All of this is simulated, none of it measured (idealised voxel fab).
The process module presented herein is designated voxel transistor to metal.
The figure presents cross-section cut, which has a width of 205 nm and is divided into square cells with an edge length of 5 nm.
Cross-section, as written here: a square-cell grid given band by band from the top down, where a band holds one or more rows of cells.
It is stipulated that each band's entry specify, in nanometres, the height of the top of the band and then that of its bottom, followed by the materials of the band in left-to-right sequence, each together with its width in nanometres. A single material marked by the word "throughout" is understood to fill the band from edge to edge; the word "air" is understood to denote empty space.
Height is counted from the level 0, under which the received wafer is composed throughout of one material. The lowest of the bands is not closed at the bottom but continues downward, in the notation "0 nm and below".
It should be noted that a width expressed as "30..40" varies in equal increments from row to row of cells within the band, taking the value of the first number at the top row and that of the second number at the bottom row.
Basically "nothing changed" means that step didn't change any cell in the cross-section.
"Sealed internal cavities" specifies each empty space that is not open to the top and that occupies no fewer than 8 cells, using the form width x height at distance, the distance measured from the left edge and all three quantities in nm.
Past the settings on a step's line: simulator remark, on that step.
Each step line may optionally specify "overlay nm", which for a step with a mask gives the rightward distance between the mask's planned place and where it lay, a negative value indicating the leftward direction.

plan
step 1: RECEIVE [material Si]
step 2: OXIDIZE [depth nm 5]
step 3: CONFORMAL_DEP [material SiN] [thk nm 10]
step 4: DIRECTIONAL_DEP [material aC] [thk nm 10]
step 5: PATTERN [tone cover] [mask id ACTIVE] [material resist] [width nm 100] [thk nm 25] [overlay nm 0]
step 6: DIRECTIONAL_ETCH [etch materials aC] [depth nm 10]
step 7: STRIP [etch materials resist]
step 8: DIRECTIONAL_ETCH [etch materials SiN] [depth nm 10]
step 9: DIRECTIONAL_ETCH [etch materials SiO2] [depth nm 5]
step 10: DIRECTIONAL_ETCH [etch materials Si] [depth nm 35]
step 11: STRIP [etch materials aC]
step 12: OXIDIZE [depth nm 5]
step 13: FILL_DEP [material SiO2] [thk nm 5]
step 14: CMP [height nm 10]
step 15: SELECTIVE_ETCH [etch materials SiO2] [depth nm 10]
step 16: STRIP [etch materials SiN]
step 17: SELECTIVE_ETCH [etch materials SiO2] [depth nm 5]
step 18: OXIDIZE [depth nm 5]
step 19: DIRECTIONAL_DEP [material polySi] [thk nm 20]
step 20: DIRECTIONAL_DEP [material SiCN] [thk nm 15]
step 21: PATTERN [tone cover] [mask id GATE] [material resist] [width nm 30] [thk nm 15] [overlay nm 0]
step 22: DIRECTIONAL_ETCH [etch materials SiCN] [depth nm 25]
step 23: DIRECTIONAL_ETCH [etch materials polySi] [depth nm 30]
step 24: STRIP [etch materials resist]
step 25: CONFORMAL_DEP [material SiN] [thk nm 10]
step 26: DIRECTIONAL_ETCH [etch materials SiN] [depth nm 10]
step 27: DIRECTIONAL_ETCH [etch materials SiO2] [depth nm 5]
step 28: DIRECTIONAL_ETCH [etch materials Si] [depth nm 10]
step 29: EPI [material nSi] [thk nm 15]
step 30: FILL_DEP [material SiO2] [thk nm 5]
step 31: CMP [height nm 15]
step 32: STRIP [etch materials polySi]
step 33: SELECTIVE_ETCH [etch materials SiO2] [depth nm 5]
step 34: CONFORMAL_DEP [material HfO2] [thk nm 5]
step 35: CONFORMAL_DEP [material TiN] [thk nm 5]
step 36: FILL_DEP [material W] [thk nm 5]
step 37: CMP [height nm 10]
step 38: DIRECTIONAL_DEP [material SiO2] [thk nm 10]
step 39: PATTERN [tone open] [mask id CONTACT] [material resist] [width nm 15] [pitch nm 75] [thk nm 20] [overlay nm 0]
step 40: DIRECTIONAL_ETCH [etch materials SiO2] [depth nm 25]
step 41: STRIP [etch materials resist]
step 42: CONFORMAL_DEP [material TiN] [thk nm 5]
step 43: FILL_DEP [material Ru] [thk nm 10]
step 44: CMP [height nm 20]
step 45: DIRECTIONAL_DEP [material TiN] [thk nm 5]
step 46: DIRECTIONAL_DEP [material Ru] [thk nm 20]
step 47: DIRECTIONAL_DEP [material aC] [thk nm 10]
step 48: PATTERN [tone cover] [mask id METAL_1] [material resist] [width nm 15] [pitch nm 75] [thk nm 25] [overlay nm 0]
step 49: DIRECTIONAL_ETCH [etch materials aC] [depth nm 10]
step 50: STRIP [etch materials resist]
step 51: DIRECTIONAL_ETCH [etch materials Ru] [depth nm 20]
step 52: DIRECTIONAL_ETCH [etch materials TiN] [depth nm 5]
step 53: STRIP [etch materials aC]
step 54: CONFORMAL_DEP [material SiN] [thk nm 5]
step 55: FILL_DEP [material lowk] [thk nm 10]
step 56: CMP [height nm 45]
step 57: CONFORMAL_DEP [material SiCN] [thk nm 5]
step 58: DIRECTIONAL_DEP [material lowk] [thk nm 30]
step 59: PATTERN [tone open] [mask id METAL_2] [material resist] [width nm 15] [pitch nm 75] [thk nm 20] [overlay nm 0]
step 60: DIRECTIONAL_ETCH [etch materials lowk] [depth nm 15]
step 61: STRIP [etch materials resist]
step 62: PATTERN [tone open] [mask id METAL_2_HOLES] [material resist] [width nm 15] [pitch nm 75] [thk nm 20] [overlay nm 0]
step 63: DIRECTIONAL_ETCH [etch materials lowk] [depth nm 15]
step 64: DIRECTIONAL_ETCH [etch materials SiCN] [depth nm 5]
step 65: STRIP [etch materials resist]
step 66: CONFORMAL_DEP [material TiN] [thk nm 5]
step 67: FILL_DEP [material Ru] [thk nm 5]
step 68: CMP [height nm 80]
step 69: CONFORMAL_DEP [material SiN] [thk nm 5]

This is the cross-section of the wafer as we received it, i.e. after step 1
	0 nm and below: Si throughout
	Sealed internal cavities: none

The module was run from the start shown above using the plan shown above, but one mistake was made doing it; the resulting wafer cross-section is below
	85 nm to 80 nm: SiN throughout
	80 nm to 50 nm: lowk (55) / TiN (5) / Ru (5) / TiN (5) / lowk (60) / TiN (5) / Ru (5) / TiN (5) / lowk (60)
	50 nm to 45 nm: SiCN (55) / TiN (15) / SiCN (60) / TiN (15) / SiCN (60)
	45 nm to 25 nm: lowk (50) / SiN (5) / Ru (15) / SiN (5) / lowk (50) / SiN (5) / Ru (15) / SiN (5) / lowk (55)
	25 nm to 20 nm: SiN (55) / TiN (15) / SiN (60) / TiN (15) / SiN (60)
	20 nm to 15 nm: SiO2 (55) / TiN (5) / Ru (5) / TiN (5) / SiO2 (60) / TiN (5) / Ru (5) / TiN (5) / SiO2 (60)
	15 nm to 10 nm: SiO2 (55) / TiN (15) / SiO2 (60) / TiN (15) / SiO2 (60)
	10 nm to 5 nm: W (75) / TiN (5) / HfO2 (5) / SiN (10) / SiO2 (10) / SiN (10) / HfO2 (5) / TiN (5) / W (80)
	5 nm to 0 nm: W (75) / TiN (5) / HfO2 (5) / SiN (10) / nSi (10) / SiN (10) / HfO2 (5) / TiN (5) / W (80)
	0 nm to -5 nm: TiN (80) / HfO2 (5) / SiN (10) / nSi (10) / SiN (10) / HfO2 (5) / TiN (85)
	-5 nm to -10 nm: HfO2 (90) / SiO2 (5) / nSi (10) / SiO2 (5) / HfO2 (95)
	-10 nm to -20 nm: SiO2 (55) / Si (40) / nSi (10) / Si (40) / SiO2 (60)
	-20 nm to -45 nm: SiO2 (55) / Si (90) / SiO2 (60)
	-45 nm and below: Si throughout
	Sealed internal cavities: none
What was done differently from what was planned? step 21 did not use the planned setting and instead ran as PATTERN [tone open] [mask id GATE] [material resist] [width nm 30] [thk nm 15] [overlay nm 0]
